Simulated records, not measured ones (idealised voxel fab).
Process module under the name voxel transistor to metal
The cross-section on display is named cut; it measures 190 nm wide, and its cells are 5 nm squares.
In this document a cross-section is written as a grid of square cells. It is given as a series of bands, listed from the top down, and a band is one or more rows of cells.
First you get the band's top height and its bottom height, in nm, and then the materials it's made of, left to right, with each width in nm. If you see a single material with "edge to edge", that one covers the band edge to edge. "blank" is empty space.
Beneath 0, the wafer as received is one material, and that level is where height counting begins. The lowest band goes on downward without a bottom; it is written like "z 0 and below".
A width given as "30..40" starts at the first number in the band's top row and ends at the second number in its bottom row, shifting by an equal amount at every step from row to row.
Reading "nothing different" for a step: not a cell of the cross-section changed in it.
The entry "Unvented internal voids" lists the empty spaces that cover at least 8 cells and have no open path to the top. Each is written as width x height at distance, where the distance is measured from the left edge and all three values are in nm.
Step line, after settings: the simulator's comment on this step.
Steps that use a mask can have "overlay nm" on their line. It says how far the mask sat to the right of where it was meant to be. Negative means to the left.
Pairs from here to the end. Each: cross-section before one process step, cross-section after it, the latter only as far down as the lowest band that changed. Under each: the step between, and its settings. Mind that the pairs may be taken from different runs of this module on the same starting wafer; whether a pair continues from the pair above depends on its entry headed "Incoming profile", and it does only where that entry says so.
**Incoming profile**
> z 90 to 60 | SiO2 edge to edge
> z 60 to 55 | SiCN edge to edge
> z 55 to 40 | SiO2 45 nm  SiN 5 nm  Ru 15 nm  SiN 5 nm  SiO2 45 nm  SiN 5 nm  Ru 15 nm  SiN 5 nm  SiO2 50 nm
> z 40 to 35 | SiN 50 nm  TiN 15 nm  SiN 55 nm  TiN 15 nm  SiN 55 nm
> z 35 to 25 | SiO2 50 nm  TiN 5 nm  W 20..15 nm  TiN 5..10 nm  SiO2 25 nm  TiN 5..10 nm  W 20..15 nm  TiN 5 nm  SiO2 55 nm
> z 25 to 15 | SiO2 50 nm  TiN 5 nm  W 15 nm  TiN 5 nm  SiN 5 nm  SiO2 5 nm  SiCN 15 nm  SiO2 5 nm  SiN 5 nm  TiN 5 nm  W 15 nm  TiN 5 nm  SiO2 55 nm
> z 15 to 10 | SiO2 50 nm  TiN 25 nm  SiN 5 nm  SiO2 5 nm  polySi 15 nm  SiO2 5 nm  SiN 5 nm  TiN 25 nm  SiO2 55 nm
> z 10 to 5 | SiO2 50 nm  TiN 5 nm  nSi 20 nm  SiN 5 nm  SiO2 5 nm  polySi 15 nm  SiO2 5 nm  SiN 5 nm  nSi 20 nm  TiN 5 nm  SiO2 55 nm
> z 5 to -5 | SiO2 40 nm  SiN 5 nm  SiO2 5 nm  TiN 5 nm  nSi 20 nm  SiN 5 nm  SiO2 5 nm  polySi 15 nm  SiO2 5 nm  SiN 5 nm  nSi 20 nm  TiN 5 nm  SiO2 5 nm  SiN 5 nm  SiO2 45 nm
> z -5 to -10 | SiO2 45 nm  nSi 30 nm  SiO2 35 nm  nSi 30 nm  SiO2 50 nm
> z -10 to -25 | SiO2 45 nm  nSi 30 nm  Si 35 nm  nSi 30 nm  SiO2 50 nm
> z -25 to -40 | SiO2 45 nm  Si 95 nm  SiO2 50 nm
> z -40 and below | Si edge to edge
> Unvented internal voids: none
**Sectional Result**
> z 105 to 90 | aC edge to edge
> Rest of section, below 90: as before.
> Unvented internal voids: none
Between the cross-sections above, the step performed was DIRECTIONAL_DEP with material aC, thk nm 15
Incoming profile: see the after view in the pair directly above.
**Sectional Result**
> z 135 to 105 | resist 50 nm  blank 15 nm  resist 55 nm  blank 15 nm  resist 55 nm
> Rest of section, below 105: as before.
> Unvented internal voids: none
Between the cross-sections above, the step performed was PATTERN with tone open, mask id METAL_2, material resist, width nm 15, pitch nm 70, thk nm 30, overlay nm 0
Incoming profile: see the after view in the pair directly above.
**Sectional Result**
> z 120 to 105 | resist 50 nm  blank 15 nm  resist 55 nm  blank 15 nm  resist 55 nm
> z 105 to 90 | aC 50 nm  blank 15 nm  aC 55 nm  blank 15 nm  aC 55 nm
> Rest of section, below 90: as before.
> Unvented internal voids: none
Between the cross-sections above, the step performed was DIRECTIONAL_ETCH with etch materials aC, depth nm 15
Incoming profile: see the after view in the pair directly above.
**Sectional Result**
> z 105 to 90 | aC 50 nm  blank 15 nm  aC 55 nm  blank 15 nm  aC 55 nm
> Rest of section, below 90: as before.
> Unvented internal voids: none
Between the cross-sections above, the step performed was STRIP with etch materials resist
Incoming profile: see the after view in the pair directly above.
**Sectional Result**
> z 105 to 90 | aC 50 nm  blank 15 nm  aC 55 nm  blank 15 nm  aC 55 nm
> z 90 to 70 | SiO2 50 nm  blank 15 nm  SiO2 55 nm  blank 15 nm  SiO2 55 nm
> Rest of section, below 70: as before.
> Unvented internal voids: none
Between the cross-sections above, the step performed was DIRECTIONAL_ETCH with etch materials SiO2, depth nm 20
Incoming profile: see the after view in the pair directly above.
**Sectional Result**
> z 90 to 70 | SiO2 50 nm  blank 15 nm  SiO2 55 nm  blank 15 nm  SiO2 55 nm
> Rest of section, below 70: as before.
> Unvented internal voids: none
Between the cross-sections above, the step performed was STRIP with etch materials aC
Incoming profile: see the after view in the pair directly above.
**Sectional Result**
> z 90 to 60 | SiO2 50 nm  blank 15 nm  SiO2 55 nm  blank 15 nm  SiO2 55 nm
> Rest of section, below 60: as before.
> Unvented internal voids: none
Between the cross-sections above, the step performed was MASKED_ETCH with tone open, mask id METAL_2_HOLES, width nm 15, pitch nm 70, etch materials SiO2, depth nm 10, overlay nm 0
Incoming profile: see the after view in the pair directly above.
**Sectional Result**
> z 90 to 60 | SiO2 50 nm  blank 15 nm  SiO2 55 nm  blank 15 nm  SiO2 55 nm
> z 60 to 55 | SiCN 50 nm  blank 15 nm  SiCN 55 nm  blank 15 nm  SiCN 55 nm
> Rest of section, below 55: as before.
> Unvented internal voids: none
Between the cross-sections above, the step performed was MASKED_ETCH with tone open, mask id METAL_2_HOLES, width nm 15, pitch nm 70, etch materials SiCN, depth nm 5, overlay nm 0
Incoming profile: see the after view in the pair directly above.
**Sectional Result**
> z 95 to 90 | TiN 55 nm  blank 5 nm  TiN 65 nm  blank 5 nm  TiN 60 nm
> z 90 to 60 | SiO2 50 nm  TiN 5 nm  blank 5 nm  TiN 5 nm  SiO2 55 nm  TiN 5 nm  blank 5 nm  TiN 5 nm  SiO2 55 nm
> z 60 to 55 | SiCN 50 nm  TiN 15 nm  SiCN 55 nm  TiN 15 nm  SiCN 55 nm
> Rest of section, below 55: as before.
> Unvented internal voids: none
Between the cross-sections above, the step performed was CONFORMAL_DEP with material TiN, thk nm 5
Incoming profile: see the after view in the pair directly above.
**Sectional Result**
> z 100 to 95 | Cu edge to edge
> z 95 to 90 | TiN 55 nm  Cu 5 nm  TiN 65 nm  Cu 5 nm  TiN 60 nm
> z 90 to 60 | SiO2 50 nm  TiN 5 nm  Cu 5 nm  TiN 5 nm  SiO2 55 nm  TiN 5 nm  Cu 5 nm  TiN 5 nm  SiO2 55 nm
> Rest of section, below 60: as before.
> Unvented internal voids: none
Between the cross-sections above, the step performed was FILL_DEP with material Cu, thk nm 5
Incoming profile: see the after view in the pair directly above.
**Sectional Result**
> z 90 to 60 | SiO2 50 nm  TiN 5 nm  Cu 5 nm  TiN 5 nm  SiO2 55 nm  TiN 5 nm  Cu 5 nm  TiN 5 nm  SiO2 55 nm
> Rest of section, below 60: as before.
> Unvented internal voids: none
Between the cross-sections above, the step performed was CMP with height nm 90
Incoming profile: see the after view in the pair directly above.
**Sectional Result**
> z 95 to 90 | SiCN edge to edge
> Rest of section, below 90: as before.
> Unvented internal voids: none
Between the cross-sections above, the step performed was CONFORMAL_DEP with material SiCN, thk nm 5
**Incoming profile**
> z 15 to 0 | SiN edge to edge
> z 0 to -5 | SiO2 edge to edge
> z -5 and below | Si edge to edge
> Unvented internal voids: none
**Sectional Result**
> z 15 to 0 | blank 40 nm  SiN 110 nm  blank 40 nm
> Rest of section, below 0: as before.
> Unvented internal voids: none
Between the cross-sections above, the step performed was MASKED_ETCH with tone cover, mask id ACTIVE, width nm 110, etch materials SiN, depth nm 15, overlay nm 0
Incoming profile: see the after view in the pair directly above.
**Sectional Result**
> z 15 to 0 | blank 40 nm  SiN 110 nm  blank 40 nm
> z 0 to -5 | blank 40 nm  SiO2 110 nm  blank 40 nm
> Rest of section, below -5: as before.
> Unvented internal voids: none
Between the cross-sections above, the step performed was MASKED_ETCH with tone cover, mask id ACTIVE, width nm 105, etch materials SiO2, depth nm 5, overlay nm 0
Incoming profile: see the after view in the pair directly above.
**Sectional Result**
> z 15 to 0 | blank 40 nm  SiN 110 nm  blank 40 nm
> z 0 to -5 | blank 40 nm  SiO2 110 nm  blank 40 nm
> z -5 to -35 | blank 40 nm  Si 110 nm  blank 40 nm
> Rest of section, below -35: as before.
> Unvented internal voids: none
Between the cross-sections above, the step performed was MASKED_ETCH with tone cover, mask id ACTIVE, width nm 105, etch materials Si, depth nm 30, overlay nm 0
Incoming profile: see the after view in the pair directly above.
**Sectional Result**
> z 15 to 0 | blank 40 nm  SiN 110 nm  blank 40 nm
> z 0 to -5 | blank 40 nm  SiO2 110 nm  blank 40 nm
> z -5 to -35 | blank 40 nm  SiO2 5 nm  Si 100 nm  SiO2 5 nm  blank 40 nm
> z -35 to -40 | SiO2 45 nm  Si 100 nm  SiO2 45 nm
> Rest of section, below -40: as before.
> Unvented internal voids: none
Between the cross-sections above, the step performed was OXIDIZE with depth nm 5
Incoming profile: see the after view in the pair directly above.
**Sectional Result**
> z 25 to 15 | SiO2 edge to edge
> z 15 to 0 | SiO2 40 nm  SiN 110 nm  SiO2 40 nm
> z 0 to -5 | SiO2 edge to edge
> z -5 to -40 | SiO2 45 nm  Si 100 nm  SiO2 45 nm
> Rest of section, below -40: as before.
> Unvented internal voids: none
Between the cross-sections above, the step performed was FILL_DEP with material SiO2, thk nm 10
Incoming profile: see the after view in the pair directly above.
**Sectional Result**
> z 15 to 0 | SiO2 40 nm  SiN 110 nm  SiO2 40 nm
> Rest of section, below 0: as before.
> Unvented internal voids: none
Between the cross-sections above, the step performed was CMP with height nm 15
Incoming profile: see the after view in the pair directly above.
**Sectional Result**
> z 15 to 10 | blank 40 nm  SiN 110 nm  blank 40 nm
> Rest of section, below 10: as before.
> Unvented internal voids: none
Between the cross-sections above, the step performed was SELECTIVE_ETCH with etch materials SiO2, depth nm 5
Incoming profile: see the after view in the pair directly above.
**Sectional Result**
> z 10 to 0 | SiO2 40 nm  blank 110 nm  SiO2 40 nm
> Rest of section, below 0: as before.
> Unvented internal voids: none
Between the cross-sections above, the step performed was STRIP with etch materials SiN
Incoming profile: see the after view in the pair directly above.
**Sectional Result**
> z 5 to -5 | SiO2 35 nm  blank 120 nm  SiO2 35 nm
> Rest of section, below -5: as before.
> Unvented internal voids: none
Between the cross-sections above, the step performed was SELECTIVE_ETCH with etch materials SiO2, depth nm 5
Incoming profile: see the after view in the pair directly above.
**Sectional Result**
> z 5 to -5 | SiO2 35 nm  blank 120 nm  SiO2 35 nm
> z -5 to -10 | SiO2 edge to edge
> Rest of section, below -10: as before.
> Unvented internal voids: none
Between the cross-sections above, the step performed was OXIDIZE with depth nm 5
Incoming profile: see the after view in the pair directly above.
**Sectional Result**
> z 25 to 15 | polySi 35 nm  blank 120 nm  polySi 35 nm
> z 15 to 5 | polySi edge to edge
> z 5 to -5 | SiO2 35 nm  polySi 120 nm  SiO2 35 nm
> Rest of section, below -5: as before.
> Unvented internal voids: none
Between the cross-sections above, the step performed was DIRECTIONAL_DEP with material polySi, thk nm 20
Incoming profile: see the after view in the pair directly above.
**Sectional Result**
> z 35 to 25 | SiCN 35 nm  blank 120 nm  SiCN 35 nm
> z 25 to 15 | polySi 35 nm  SiCN 120 nm  polySi 35 nm
> Rest of section, below 15: as before.
> Unvented internal voids: none
Between the cross-sections above, the step performed was DIRECTIONAL_DEP with material SiCN, thk nm 10
Incoming profile: see the after view in the pair directly above.
**Sectional Result**
> z 25 to 15 | polySi 35 nm  blank 50 nm  SiCN 15 nm  blank 55 nm  polySi 35 nm
> Rest of section, below 15: as before.
> Unvented internal voids: none
Between the cross-sections above, the step performed was MASKED_ETCH with tone cover, mask id GATE, width nm 15, etch materials SiCN, depth nm 20, overlay nm 0
Incoming profile: see the after view in the pair directly above.
**Sectional Result**
> z 25 to 15 | blank 85 nm  SiCN 15 nm  blank 90 nm
> z 15 to 5 | blank 85 nm  polySi 15 nm  blank 90 nm
> z 5 to -5 | SiO2 35 nm  blank 50 nm  polySi 15 nm  blank 55 nm  SiO2 35 nm
> Rest of section, below -5: as before.
> Unvented internal voids: none
Between the cross-sections above, the step performed was MASKED_ETCH with tone cover, mask id GATE, width nm 15, etch materials polySi, depth nm 30, overlay nm 0
Incoming profile: see the after view in the pair directly above.
**Sectional Result**
> z 30 to 25 | blank 80 nm  SiO2 25 nm  blank 85 nm
> z 25 to 15 | blank 80 nm  SiO2 5 nm  SiCN 15 nm  SiO2 5 nm  blank 85 nm
> z 15 to 10 | blank 80 nm  SiO2 5 nm  polySi 15 nm  SiO2 5 nm  blank 85 nm
> z 10 to 0 | SiO2 40 nm  blank 40 nm  SiO2 5 nm  polySi 15 nm  SiO2 5 nm  blank 45 nm  SiO2 40 nm
> z 0 to -5 | SiO2 85 nm  polySi 15 nm  SiO2 90 nm
> Rest of section, below -5: as before.
> Unvented internal voids: none
Between the cross-sections above, the step performed was CONFORMAL_DEP with material SiO2, thk nm 5
Incoming profile: see the after view in the pair directly above.
**Sectional Result**
> z 25 to 15 | blank 80 nm  SiO2 5 nm  SiCN 15 nm  SiO2 5 nm  blank 85 nm
> z 15 to 5 | blank 80 nm  SiO2 5 nm  polySi 15 nm  SiO2 5 nm  blank 85 nm
> z 5 to -5 | SiO2 40 nm  blank 40 nm  SiO2 5 nm  polySi 15 nm  SiO2 5 nm  blank 45 nm  SiO2 40 nm
> Rest of section, below -5: as before.
> Unvented internal voids: none
Between the cross-sections above, the step performed was DIRECTIONAL_ETCH with etch materials SiO2, depth nm 5
Incoming profile: see the after view in the pair directly above.
**Sectional Result**
> z 30 to 25 | blank 75 nm  SiN 35 nm  blank 80 nm
> z 25 to 15 | blank 75 nm  SiN 5 nm  SiO2 5 nm  SiCN 15 nm  SiO2 5 nm  SiN 5 nm  blank 80 nm
> z 15 to 10 | blank 75 nm  SiN 5 nm  SiO2 5 nm  polySi 15 nm  SiO2 5 nm  SiN 5 nm  blank 80 nm
> z 10 to 5 | SiN 45 nm  blank 30 nm  SiN 5 nm  SiO2 5 nm  polySi 15 nm  SiO2 5 nm  SiN 5 nm  blank 35 nm  SiN 45 nm
> z 5 to 0 | SiO2 40 nm  SiN 5 nm  blank 30 nm  SiN 5 nm  SiO2 5 nm  polySi 15 nm  SiO2 5 nm  SiN 5 nm  blank 35 nm  SiN 5 nm  SiO2 40 nm
> z 0 to -5 | SiO2 40 nm  SiN 40 nm  SiO2 5 nm  polySi 15 nm  SiO2 5 nm  SiN 45 nm  SiO2 40 nm
> Rest of section, below -5: as before.
> Unvented internal voids: none
Between the cross-sections above, the step performed was CONFORMAL_DEP with material SiN, thk nm 5
Incoming profile: see the after view in the pair directly above.
**Sectional Result**
> z 25 to 15 | blank 75 nm  SiN 5 nm  SiO2 5 nm  SiCN 15 nm  SiO2 5 nm  SiN 5 nm  blank 80 nm
> z 15 to 5 | blank 75 nm  SiN 5 nm  SiO2 5 nm  polySi 15 nm  SiO2 5 nm  SiN 5 nm  blank 80 nm
> z 5 to -5 | SiO2 40 nm  SiN 5 nm  blank 30 nm  SiN 5 nm  SiO2 5 nm  polySi 15 nm  SiO2 5 nm  SiN 5 nm  blank 35 nm  SiN 5 nm  SiO2 40 nm
> Rest of section, below -5: as before.
> Unvented internal voids: none
Between the cross-sections above, the step performed was DIRECTIONAL_ETCH with etch materials SiN, depth nm 5
Incoming profile: see the after view in the pair directly above.
**Sectional Result**
> z 25 to 20 | blank 75 nm  SiN 5 nm  blank 5 nm  SiCN 15 nm  blank 5 nm  SiN 5 nm  blank 80 nm
> z 20 to 15 | blank 75 nm  SiN 5 nm  SiO2 5 nm  SiCN 15 nm  SiO2 5 nm  SiN 5 nm  blank 80 nm
> z 15 to 5 | blank 75 nm  SiN 5 nm  SiO2 5 nm  polySi 15 nm  SiO2 5 nm  SiN 5 nm  blank 80 nm
> z 5 to 0 | blank 40 nm  SiN 5 nm  blank 30 nm  SiN 5 nm  SiO2 5 nm  polySi 15 nm  SiO2 5 nm  SiN 5 nm  blank 35 nm  SiN 5 nm  blank 40 nm
> z 0 to -5 | SiO2 40 nm  SiN 5 nm  blank 30 nm  SiN 5 nm  SiO2 5 nm  polySi 15 nm  SiO2 5 nm  SiN 5 nm  blank 35 nm  SiN 5 nm  SiO2 40 nm
> z -5 to -10 | SiO2 45 nm  blank 30 nm  SiO2 35 nm  blank 35 nm  SiO2 45 nm
> Rest of section, below -10: as before.
> Unvented internal voids: none
Between the cross-sections above, the step performed was DIRECTIONAL_ETCH with etch materials SiO2, depth nm 5
Incoming profile: see the after view in the pair directly above.
**Sectional Result**
> z 25 to 20 | blank 75 nm  SiN 5 nm  blank 5 nm  SiCN 15 nm  blank 5 nm  SiN 5 nm  blank 80 nm
> z 20 to 15 | blank 75 nm  SiN 5 nm  SiO2 5 nm  SiCN 15 nm  SiO2 5 nm  SiN 5 nm  blank 80 nm
> z 15 to 5 | blank 75 nm  SiN 5 nm  SiO2 5 nm  polySi 15 nm  SiO2 5 nm  SiN 5 nm  blank 80 nm
> z 5 to 0 | blank 40 nm  SiN 5 nm  blank 30 nm  SiN 5 nm  SiO2 5 nm  polySi 15 nm  SiO2 5 nm  SiN 5 nm  blank 35 nm  SiN 5 nm  blank 40 nm
> z 0 to -5 | SiO2 40 nm  SiN 5 nm  blank 30 nm  SiN 5 nm  SiO2 5 nm  polySi 15 nm  SiO2 5 nm  SiN 5 nm  blank 35 nm  SiN 5 nm  SiO2 40 nm
> z -5 to -10 | SiO2 45 nm  blank 30 nm  SiO2 35 nm  blank 35 nm  SiO2 45 nm
> z -10 to -25 | SiO2 45 nm  blank 30 nm  Si 35 nm  blank 35 nm  SiO2 45 nm
> Rest of section, below -25: as before.
> Unvented internal voids: none
Between the cross-sections above, the step performed was DIRECTIONAL_ETCH with etch materials Si, depth nm 15
Incoming profile: see the after view in the pair directly above.
**Sectional Result**
> z 25 to 20 | blank 75 nm  SiN 5 nm  blank 5 nm  SiCN 15 nm  blank 5 nm  SiN 5 nm  blank 80 nm
> z 20 to 15 | blank 75 nm  SiN 5 nm  SiO2 5 nm  SiCN 15 nm  SiO2 5 nm  SiN 5 nm  blank 80 nm
> z 15 to 5 | blank 75 nm  SiN 5 nm  SiO2 5 nm  polySi 15 nm  SiO2 5 nm  SiN 5 nm  blank 80 nm
> z 5 to 0 | blank 40 nm  SiN 5 nm  blank 15 nm  nSi 15 nm  SiN 5 nm  SiO2 5 nm  polySi 15 nm  SiO2 5 nm  SiN 5 nm  nSi 15 nm  blank 20 nm  SiN 5 nm  blank 40 nm
> z 0 to -5 | SiO2 40 nm  SiN 5 nm  blank 15 nm  nSi 15 nm  SiN 5 nm  SiO2 5 nm  polySi 15 nm  SiO2 5 nm  SiN 5 nm  nSi 15 nm  blank 20 nm  SiN 5 nm  SiO2 40 nm
> z -5 to -10 | SiO2 45 nm  blank 15 nm  nSi 15 nm  SiO2 35 nm  nSi 15 nm  blank 20 nm  SiO2 45 nm
> z -10 to -25 | SiO2 45 nm  nSi 30 nm  Si 35 nm  nSi 35 nm  SiO2 45 nm
> Rest of section, below -25: as before.
> Unvented internal voids: none
Between the cross-sections above, the step performed was EPI with material nSi, thk nm 15
Incoming profile: see the after view in the pair directly above.
**Sectional Result**
> z 35 to 25 | SiO2 edge to edge
> z 25 to 15 | SiO2 75 nm  SiN 5 nm  SiO2 5 nm  SiCN 15 nm  SiO2 5 nm  SiN 5 nm  SiO2 80 nm
> z 15 to 5 | SiO2 75 nm  SiN 5 nm  SiO2 5 nm  polySi 15 nm  SiO2 5 nm  SiN 5 nm  SiO2 80 nm
> z 5 to -5 | SiO2 40 nm  SiN 5 nm  SiO2 15 nm  nSi 15 nm  SiN 5 nm  SiO2 5 nm  polySi 15 nm  SiO2 5 nm  SiN 5 nm  nSi 15 nm  SiO2 20 nm  SiN 5 nm  SiO2 40 nm
> z -5 to -10 | SiO2 60 nm  nSi 15 nm  SiO2 35 nm  nSi 15 nm  SiO2 65 nm
> Rest of section, below -10: as before.
> Unvented internal voids: none
Between the cross-sections above, the step performed was FILL_DEP with material SiO2, thk nm 10
Incoming profile: see the after view in the pair directly above.
**Sectional Result**
> z 25 to 15 | SiO2 75 nm  SiN 5 nm  SiO2 5 nm  SiCN 15 nm  SiO2 5 nm  SiN 5 nm  SiO2 80 nm
> Rest of section, below 15: as before.
> Unvented internal voids: none
Between the cross-sections above, the step performed was CMP with height nm 25
Incoming profile: see the after view in the pair directly above.
**Sectional Result**
> z 35 to 25 | SiO2 edge to edge
> Rest of section, below 25: as before.
> Unvented internal voids: none
Between the cross-sections above, the step performed was DIRECTIONAL_DEP with material SiO2, thk nm 10
Incoming profile: see the after view in the pair directly above.
**Sectional Result**
> z 45 to 35 | aC edge to edge
> Rest of section, below 35: as before.
> Unvented internal voids: none
Between the cross-sections above, the step performed was DIRECTIONAL_DEP with material aC, thk nm 10
Incoming profile: see the after view in the pair directly above.
**Sectional Result**
> z 75 to 45 | resist 50 nm  blank 30 nm  resist 25 nm  blank 30 nm  resist 55 nm
> Rest of section, below 45: as before.
> Unvented internal voids: none
Between the cross-sections above, the step performed was PATTERN with tone open, mask id CONTACT, material resist, width nm 30, pitch nm 55, thk nm 30, overlay nm 0
Incoming profile: see the after view in the pair directly above.
**Sectional Result**
> z 65 to 45 | resist 50 nm  blank 30 nm  resist 25 nm  blank 30 nm  resist 55 nm
> z 45 to 35 | aC 50 nm  blank 30 nm  aC 25 nm  blank 30 nm  aC 55 nm
> Rest of section, below 35: as before.
> Unvented internal voids: none
Between the cross-sections above, the step performed was DIRECTIONAL_ETCH with etch materials aC, depth nm 10
Incoming profile: see the after view in the pair directly above.
**Sectional Result**
> z 45 to 35 | aC 50 nm  blank 30 nm  aC 25 nm  blank 30 nm  aC 55 nm
> Rest of section, below 35: as before.
> Unvented internal voids: none
Between the cross-sections above, the step performed was STRIP with etch materials resist
Incoming profile: see the after view in the pair directly above.
**Sectional Result**
> z 45 to 35 | aC 50 nm  blank 30 nm  aC 25 nm  blank 30 nm  aC 55 nm
> z 35 to 25 | SiO2 50 nm  blank 30 nm  SiO2 25 nm  blank 30 nm  SiO2 55 nm
> z 25 to 15 | SiO2 50 nm  blank 25 nm  SiN 5 nm  SiO2 5 nm  SiCN 15 nm  SiO2 5 nm  SiN 5 nm  blank 25 nm  SiO2 55 nm
> z 15 to 5 | SiO2 50 nm  blank 25 nm  SiN 5 nm  SiO2 5 nm  polySi 15 nm  SiO2 5 nm  SiN 5 nm  blank 25 nm  SiO2 55 nm
> z 5 to -5 | SiO2 40 nm  SiN 5 nm  SiO2 5 nm  blank 10 nm  nSi 15 nm  SiN 5 nm  SiO2 5 nm  polySi 15 nm  SiO2 5 nm  SiN 5 nm  nSi 15 nm  blank 10 nm  SiO2 10 nm  SiN 5 nm  SiO2 40 nm
> z -5 to -10 | SiO2 50 nm  blank 10 nm  nSi 15 nm  SiO2 35 nm  nSi 15 nm  blank 10 nm  SiO2 55 nm
> Rest of section, below -10: as before.
> Unvented internal voids: none
Between the cross-sections above, the step performed was DIRECTIONAL_ETCH with etch materials SiO2, depth nm 45
Incoming profile: see the after view in the pair directly above.
**Sectional Result**
> z 35 to 25 | SiO2 50 nm  blank 30 nm  SiO2 25 nm  blank 30 nm  SiO2 55 nm
> Rest of section, below 25: as before.
> Unvented internal voids: none
Between the cross-sections above, the step performed was STRIP with etch materials aC
Incoming profile: see the after view in the pair directly above.
**Sectional Result**
> z 40 to 35 | TiN 55 nm  blank 20 nm  TiN 35 nm  blank 20 nm  TiN 60 nm
> z 35 to 25 | SiO2 50 nm  TiN 5 nm  blank 20..15 nm  TiN 5..10 nm  SiO2 25 nm  TiN 5..10 nm  blank 20..15 nm  TiN 5 nm  SiO2 55 nm
> z 25 to 15 | SiO2 50 nm  TiN 5 nm  blank 15 nm  TiN 5 nm  SiN 5 nm  SiO2 5 nm  SiCN 15 nm  SiO2 5 nm  SiN 5 nm  TiN 5 nm  blank 15 nm  TiN 5 nm  SiO2 55 nm
> z 15 to 10 | SiO2 50 nm  TiN 5 nm  blank 15 nm  TiN 5 nm  SiN 5 nm  SiO2 5 nm  polySi 15 nm  SiO2 5 nm  SiN 5 nm  TiN 5 nm  blank 15 nm  TiN 5 nm  SiO2 55 nm
> z 10 to 5 | SiO2 50 nm  TiN 25 nm  SiN 5 nm  SiO2 5 nm  polySi 15 nm  SiO2 5 nm  SiN 5 nm  TiN 25 nm  SiO2 55 nm
> z 5 to -5 | SiO2 40 nm  SiN 5 nm  SiO2 5 nm  TiN 10 nm  nSi 15 nm  SiN 5 nm  SiO2 5 nm  polySi 15 nm  SiO2 5 nm  SiN 5 nm  nSi 15 nm  TiN 10 nm  SiO2 10 nm  SiN 5 nm  SiO2 40 nm
> z -5 to -10 | SiO2 50 nm  TiN 10 nm  nSi 15 nm  SiO2 35 nm  nSi 15 nm  TiN 10 nm  SiO2 55 nm
> Rest of section, below -10: as before.
> Unvented internal voids: none
Between the cross-sections above, the step performed was CONFORMAL_DEP with material TiN, thk nm 5
Incoming profile: see the after view in the pair directly above.
**Sectional Result**
> z 50 to 40 | W edge to edge
> z 40 to 35 | TiN 55 nm  W 20 nm  TiN 35 nm  W 20 nm  TiN 60 nm
> z 35 to 25 | SiO2 50 nm  TiN 5 nm  W 20..15 nm  TiN 5..10 nm  SiO2 25 nm  TiN 5..10 nm  W 20..15 nm  TiN 5 nm  SiO2 55 nm
> z 25 to 15 | SiO2 50 nm  TiN 5 nm  W 15 nm  TiN 5 nm  SiN 5 nm  SiO2 5 nm  SiCN 15 nm  SiO2 5 nm  SiN 5 nm  TiN 5 nm  W 15 nm  TiN 5 nm  SiO2 55 nm
> z 15 to 10 | SiO2 50 nm  TiN 5 nm  W 15 nm  TiN 5 nm  SiN 5 nm  SiO2 5 nm  polySi 15 nm  SiO2 5 nm  SiN 5 nm  TiN 5 nm  W 15 nm  TiN 5 nm  SiO2 55 nm
> Rest of section, below 10: as before.
> Unvented internal voids: none
Between the cross-sections above, the step performed was FILL_DEP with material W, thk nm 10
Incoming profile: see the after view in the pair directly above.
**Sectional Result**
> z 35 to 25 | SiO2 50 nm  TiN 5 nm  W 20..15 nm  TiN 5..10 nm  SiO2 25 nm  TiN 5..10 nm  W 20..15 nm  TiN 5 nm  SiO2 55 nm
> Rest of section, below 25: as before.
> Unvented internal voids: none
Between the cross-sections above, the step performed was CMP with height nm 35
Incoming profile: see the after view in the pair directly above.
**Sectional Result**
> z 40 to 35 | TiN edge to edge
> Rest of section, below 35: as before.
> Unvented internal voids: none
Between the cross-sections above, the step performed was DIRECTIONAL_DEP with material TiN, thk nm 5
Incoming profile: see the after view in the pair directly above.
**Sectional Result**
> z 55 to 40 | Ru edge to edge
> Rest of section, below 40: as before.
> Unvented internal voids: none
Between the cross-sections above, the step performed was DIRECTIONAL_DEP with material Ru, thk nm 15
Incoming profile: see the after view in the pair directly above.
**Sectional Result**
> z 75 to 55 | blank 50 nm  resist 15 nm  blank 55 nm  resist 15 nm  blank 55 nm
> Rest of section, below 55: as before.
> Unvented internal voids: none
Between the cross-sections above, the step performed was PATTERN with tone cover, mask id METAL_1, material resist, width nm 15, pitch nm 70, thk nm 20, overlay nm 0
Incoming profile: see the after view in the pair directly above.
**Sectional Result**
> z 75 to 55 | blank 50 nm  resist 15 nm  blank 55 nm  resist 15 nm  blank 55 nm
> z 55 to 40 | blank 50 nm  Ru 15 nm  blank 55 nm  Ru 15 nm  blank 55 nm
> Rest of section, below 40: as before.
> Unvented internal voids: none
Between the cross-sections above, the step performed was DIRECTIONAL_ETCH with etch materials Ru, depth nm 15
Incoming profile: see the after view in the pair directly above.
**Sectional Result**
> z 75 to 55 | blank 50 nm  resist 15 nm  blank 55 nm  resist 15 nm  blank 55 nm
> z 55 to 40 | blank 50 nm  Ru 15 nm  blank 55 nm  Ru 15 nm  blank 55 nm
> z 40 to 35 | blank 50 nm  TiN 15 nm  blank 55 nm  TiN 15 nm  blank 55 nm
> Rest of section, below 35: as before.
> Unvented internal voids: none
Between the cross-sections above, the step performed was DIRECTIONAL_ETCH with etch materials TiN, depth nm 5
Incoming profile: see the after view in the pair directly above.
**Sectional Result**
> z 55 to 40 | blank 50 nm  Ru 15 nm  blank 55 nm  Ru 15 nm  blank 55 nm
> Rest of section, below 40: as before.
> Unvented internal voids: none
Between the cross-sections above, the step performed was STRIP with etch materials resist
Incoming profile: see the after view in the pair directly above.
**Sectional Result**
> z 60 to 55 | blank 45 nm  SiN 25 nm  blank 45 nm  SiN 25 nm  blank 50 nm
> z 55 to 40 | blank 45 nm  SiN 5 nm  Ru 15 nm  SiN 5 nm  blank 45 nm  SiN 5 nm  Ru 15 nm  SiN 5 nm  blank 50 nm
> z 40 to 35 | SiN 50 nm  TiN 15 nm  SiN 55 nm  TiN 15 nm  SiN 55 nm
> Rest of section, below 35: as before.
> Unvented internal voids: none
Between the cross-sections above, the step performed was CONFORMAL_DEP with material SiN, thk nm 5
Incoming profile: see the after view in the pair directly above.
**Sectional Result**
> z 65 to 60 | SiO2 edge to edge
> z 60 to 55 | SiO2 45 nm  SiN 25 nm  SiO2 45 nm  SiN 25 nm  SiO2 50 nm
> z 55 to 40 | SiO2 45 nm  SiN 5 nm  Ru 15 nm  SiN 5 nm  SiO2 45 nm  SiN 5 nm  Ru 15 nm  SiN 5 nm  SiO2 50 nm
> Rest of section, below 40: as before.
> Unvented internal voids: none
Between the cross-sections above, the step performed was FILL_DEP with material SiO2, thk nm 5
Incoming profile: see the after view in the pair directly above.
**Sectional Result**
> z 55 to 40 | SiO2 45 nm  SiN 5 nm  Ru 15 nm  SiN 5 nm  SiO2 45 nm  SiN 5 nm  Ru 15 nm  SiN 5 nm  SiO2 50 nm
> Rest of section, below 40: as before.
> Unvented internal voids: none
Between the cross-sections above, the step performed was CMP with height nm 55
